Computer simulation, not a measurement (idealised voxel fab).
process module | voxel self aligned contacts
cross-section cut | 180 nm wide | cells 5 nm
A cross-section is a grid of square cells, given in bands from the top down. A band is one or more rows of cells.
Each band's line starts with the height of the band's top and of its bottom, in nm. Then come its materials from left to right, each with its width in nm. One material with "throughout" fills the band from edge to edge. "air" is empty space.
Height 0 is the level under which the wafer as received is all one material. The lowest band goes on downwards, as in "0 down".
A width such as "30 to 40" changes by the same amount from each row of cells to the next, from the band's top row to its bottom row.
"no change" after a step means that no cell of the cross-section changed.
closed voids: empty space of 8 cells or more with no open way to the top, each as width x height at its distance from the left edge, in nm
after a step's settings: what the simulator itself notes on the step
overlay nm, on a step with a mask: how far to the right of its planned place the mask lay; to the left if negative
plan
1 op RECEIVE | material Si
2 op CONFORMAL_DEP | material SiO2 | thk nm 5
3 op DIRECTIONAL_DEP | material polySi | thk nm 20
4 op DIRECTIONAL_DEP | material SiN | thk nm 15
5 op PATTERN | tone cover | mask id GATE | material resist | width nm 30 | pitch nm 60 | thk nm 20 | overlay nm 0
6 op DIRECTIONAL_ETCH | etch materials SiN | depth nm 15
7 op DIRECTIONAL_ETCH | etch materials polySi | depth nm 10
8 op STRIP | etch materials resist
9 op CONFORMAL_DEP | material SiN | thk nm 5
10 op DIRECTIONAL_ETCH | etch materials SiN | depth nm 5
11 op FILL_DEP | material SiO2 | thk nm 15
12 op CMP | height nm 50
13 op PATTERN | tone open | mask id CONTACT | material resist | width nm 40 | thk nm 15 | overlay nm 0
14 op DIRECTIONAL_ETCH | etch materials SiO2 | depth nm 50
15 op STRIP | etch materials resist
16 op CONFORMAL_DEP | material TiN | thk nm 5
17 op FILL_DEP | material Ru | thk nm 10
18 op CMP | height nm 50
19 op CONFORMAL_DEP | material SiN | thk nm 5
varied across the wafers: depth nm of step 7. The plan shows the first wafer's value. All wafers start alike
first wafer as received, after step 1
  0 down: Si throughout
  closed voids: none
each wafer at the end: cells of each material gained (+) or lost (-) since it was received, then its closed voids
depth nm 10 | +16 Ru | +92 SiN | +172 SiO2 | +20 TiN | +96 polySi | closed voids: none
depth nm 15 | +18 Ru | +96 SiN | +188 SiO2 | +22 TiN | +72 polySi | closed voids: none
depth nm 20 | +22 Ru | +100 SiN | +200 SiO2 | +26 TiN | +48 polySi | closed voids: none
depth nm 25 | +22 Ru | +100 SiN | +200 SiO2 | +26 TiN | +48 polySi | closed voids: none
depth nm 30 | +22 Ru | +100 SiN | +200 SiO2 | +26 TiN | +48 polySi | closed voids: none
depth nm 35 | +22 Ru | +100 SiN | +200 SiO2 | +26 TiN | +48 polySi | closed voids: none
